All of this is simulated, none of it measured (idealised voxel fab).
process module | voxel self aligned vias
cross-section cut | 255 nm wide | cells 5 nm
A cross-section is a grid of square cells, given in bands from the top down. A band is one or more rows of cells.
Each band's line starts with the height of the band's top and of its bottom, in nm. Then come its materials from left to right, each with its width in nm. One material with "throughout" fills the band from edge to edge. "air" is empty space.
Height 0 is the level under which the wafer as received is all one material. The lowest band goes on downwards, as in "0 down".
A width such as "30 to 40" changes by the same amount from each row of cells to the next, from the band's top row to its bottom row.
"no change" after a step means that no cell of the cross-section changed.
closed voids: empty space of 8 cells or more with no open way to the top, each as width x height at its distance from the left edge, in nm
after a step's settings: what the simulator itself notes on the step
overlay nm, on a step with a mask: how far to the right of its planned place the mask lay; to the left if negative
plan
1 op RECEIVE | material Si
2 op CONFORMAL_DEP | material SiO2 | thk nm 15
3 op CONFORMAL_DEP | material SiCN | thk nm 5
4 op DIRECTIONAL_DEP | material SiO2 | thk nm 25
5 op PATTERN | tone open | mask id LINES | material resist | width nm 25 | pitch nm 65 | thk nm 20 | overlay nm 0
6 op DIRECTIONAL_ETCH | etch materials SiO2 | depth nm 25
7 op STRIP | etch materials resist
8 op CONFORMAL_DEP | material TiN | thk nm 5
9 op FILL_DEP | material W | thk nm 10
10 op CMP | height nm 45
11 op SELECTIVE_ETCH | etch materials W Ru TiN | depth nm 5
12 op FILL_DEP | material SiN | thk nm 10
13 op CMP | height nm 45
14 op DIRECTIONAL_DEP | material SiO2 | thk nm 20
15 op DIRECTIONAL_DEP | material aC | thk nm 15
16 op PATTERN | tone open | mask id VIAS | material resist | width nm 45 | pitch nm 65 | thk nm 30 | overlay nm 0
17 op DIRECTIONAL_ETCH | etch materials aC | depth nm 15
18 op STRIP | etch materials resist
19 op DIRECTIONAL_ETCH | etch materials SiO2 | depth nm 20
20 op DIRECTIONAL_ETCH | etch materials SiN | depth nm 5
21 op STRIP | etch materials aC
22 op CONFORMAL_DEP | material TiN | thk nm 5
23 op FILL_DEP | material W | thk nm 5
24 op CMP | height nm 65
25 op CONFORMAL_DEP | material SiN | thk nm 5
as received, after step 1
  0 down: Si throughout
  closed voids: none
first wafer at the end, as planned
  70 to 65: SiN throughout
  65 to 50: SiO2 40 | TiN 5 | W 35 | TiN 5 | SiO2 20 | TiN 5 | W 35 | TiN 5 | SiO2 20 | TiN 5 | W 35 | TiN 5 | SiO2 40
  50 to 45: SiO2 40 | TiN 15 | W 15 | TiN 15 | SiO2 20 | TiN 15 | W 15 | TiN 15 | SiO2 20 | TiN 15 | W 15 | TiN 15 | SiO2 40
  45 to 40: SiO2 50 | TiN 25 | SiO2 40 | TiN 25 | SiO2 40 | TiN 25 | SiO2 50
  40 to 25: SiO2 50 | TiN 5 | W 15 | TiN 5 | SiO2 40 | TiN 5 | W 15 | TiN 5 | SiO2 40 | TiN 5 | W 15 | TiN 5 | SiO2 50
  25 to 20: SiO2 50 | TiN 25 | SiO2 40 | TiN 25 | SiO2 40 | TiN 25 | SiO2 50
  20 to 15: SiCN throughout
  15 to 0: SiO2 throughout
  0 down: Si throughout
  closed voids: none
second wafer at the end: like start, like plan, one mistake
  70 to 65: SiN throughout
  65 to 45: SiO2 40 | TiN 5 | W 35 | TiN 5 | SiO2 20 | TiN 5 | W 35 | TiN 5 | SiO2 20 | TiN 5 | W 35 | TiN 5 | SiO2 40
  45 to 40: SiN 40 | TiN 45 | SiN 20 | TiN 45 | SiN 20 | TiN 45 | SiN 40
  40 to 20: SiO2 50 | TiN 5 | W 15 | TiN 5 | SiO2 40 | TiN 5 | W 15 | TiN 5 | SiO2 40 | TiN 5 | W 15 | TiN 5 | SiO2 50
  20 to 15: SiO2 50 | TiN 25 | SiO2 40 | TiN 25 | SiO2 40 | TiN 25 | SiO2 50
  15 to 0: SiO2 throughout
  0 down: Si throughout
  closed voids: none
what went wrong: step 3 was left out
at the end the second wafer has, in cells: 51 fewer of SiCN | 24 more of SiN | 6 more of TiN | 21 more of W
